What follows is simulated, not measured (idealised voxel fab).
Process module under the name voxel spacer lines
Pictured: cross-section cut, 230 nm wide, on a grid of 5 nm square cells.
Reading order for cross-sections: top band down to bottom band. Underlying form: a grid of square cells. Band size: one or more rows of cells.
Band entry format. Leading values: height of top, height of bottom, nm. Remainder: materials in left-to-right order, each with its width in nm. Special words: "throughout" on a single material, which then fills the band edge to edge; "air", empty space.
Height reference: 0 = level under which incoming wafer is all one material. Lowest band: no bottom, runs on downward, e.g. "from 0 down".
Top row gets the first number, bottom row gets the second, and each row in between changes by the same step: that is how a band width like "30 to 40" works.
Step note "everything unchanged" = no cross-section cell changed.
Closed-off voids of 8+ cells (no open route to the top) go in "Closed void catalog", written width x height at distance from the left edge, in nm.
What comes after the settings on a step's line is commentary from the simulator itself on that step.
"overlay nm", when on a step's line for a step with a mask, measures how far to the right of its planned place the mask lay; a negative measure means to the left.
# Steps in the process plan
1 RECEIVE [material Si]
2 CONFORMAL_DEP [material Al2O3] [thk nm 5]
3 DIRECTIONAL_DEP [material SiN] [thk nm 10]
4 DIRECTIONAL_DEP [material polySi] [thk nm 25]
5 PATTERN [tone cover] [mask id MANDREL] [material resist] [width nm 15] [pitch nm 60] [thk nm 35] [overlay nm 0]
6 DIRECTIONAL_ETCH [etch materials polySi] [depth nm 25]
7 STRIP [etch materials resist]
8 CONFORMAL_DEP [material SiO2] [thk nm 15]
9 DIRECTIONAL_ETCH [etch materials SiO2] [depth nm 15]
10 STRIP [etch materials polySi]
11 DIRECTIONAL_ETCH [etch materials SiN] [depth nm 10]
12 STRIP [etch materials SiO2]
# Incoming wafer, cross-sectional view, post step 1
* from 0 down: Si throughout
* Closed void catalog: none
# The module was run from the start shown above using the plan shown above, but one mistake was made doing it; the resulting wafer cross-section is below
* from 55 to 40: air=30, Al2O3=45, air=15, Al2O3=45, air=15, Al2O3=45, air=35
* from 40 to 30: air=30, Al2O3=15, polySi=15, Al2O3=15, air=15, Al2O3=15, polySi=15, Al2O3=15, air=15, Al2O3=15, polySi=15, Al2O3=15, air=35
* from 30 to 15: Al2O3=45, polySi=15, Al2O3=45, polySi=15, Al2O3=45, polySi=15, Al2O3=50
* from 15 to 5: SiN throughout
* from 5 to 0: Al2O3 throughout
* from 0 down: Si throughout
* Closed void catalog: none
Misprocessing identified: planned and actual differ for step 8; actual: CONFORMAL_DEP [material Al2O3] [thk nm 15]
